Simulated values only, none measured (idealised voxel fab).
Module name: voxel trench capacitor (process module)
Cross-section cut spans 290 nm and uses square cells 5 nm in size.
Cross-section, as written here: a square-cell grid given band by band from the top down, where a band holds one or more rows of cells.
The band entry comprises the height of the band's top followed by the height of its bottom, expressed in nm, and subsequently the band's materials from left to right, each stated together with its width in nm. Where a single material is marked with the word "everywhere", that material fills the band from edge to edge. The word "blank" represents empty space.
Heights from 0 (as-received wafer is one material below). Bottom band endless downward, as "from 0 down".
The notation "30->40" denotes a width that varies across the rows of cells in the band, beginning at the first number in the top row, finishing at the second number in the bottom row, and changing by an identical amount from each row to the next.
For the purposes of this document, the phrase "no change" attached to a step denotes that no cell within the cross-section was modified by that step.
"Closed-off voids" - sealed voids, min. 8 cells, no opening to top; format: width x height at distance (distance from left edge; nm throughout).
Note: text after step settings on the step line = simulator remark on that step.
Each step line may optionally specify "overlay nm", which for a step with a mask gives the rightward distance between the mask's planned place and where it lay, a negative value indicating the leftward direction.

-- Planned step list for the process
1 RECEIVE [material Si]
2 CONFORMAL_DEP [material SiN] [thk nm 10]
3 DIRECTIONAL_DEP [material aC] [thk nm 15]
4 PATTERN [tone open] [mask id TRENCH] [material resist] [width nm 25] [pitch nm 50] [thk nm 30] [overlay nm 0]
5 DIRECTIONAL_ETCH [etch materials aC] [depth nm 15]
6 STRIP [etch materials resist]
7 DIRECTIONAL_ETCH [etch materials SiN] [depth nm 5]
8 DIRECTIONAL_ETCH [etch materials Si] [depth nm 40]
9 STRIP [etch materials aC]
10 CONFORMAL_DEP [material HfO2] [thk nm 5]
11 CONFORMAL_DEP [material TiN] [thk nm 5]
12 FILL_DEP [material W] [thk nm 5]
13 CMP [height nm 10]
Where the wafers of this document differ is in the depth nm of step 7; they start out the same, and the plan states the value that applied to the first wafer.

-- Cross-sectional view of the first of several wafers in the as-received condition, corresponding to the state following step 1
from 0 down | Si everywhere
Closed-off voids: none

-- Per wafer, end of module: cells gained (+) or lost (-) per material since receipt, then closed voids
depth nm 5, +20 HfO2, +96 SiN, Closed-off voids: none
depth nm 10, +92 HfO2, -160 Si, +76 SiN, +76 TiN, +32 W, Closed-off voids: none
depth nm 15, +92 HfO2, -160 Si, +76 SiN, +76 TiN, +32 W, Closed-off voids: none
depth nm 20, +92 HfO2, -160 Si, +76 SiN, +76 TiN, +32 W, Closed-off voids: none
depth nm 25, +92 HfO2, -160 Si, +76 SiN, +76 TiN, +32 W, Closed-off voids: none
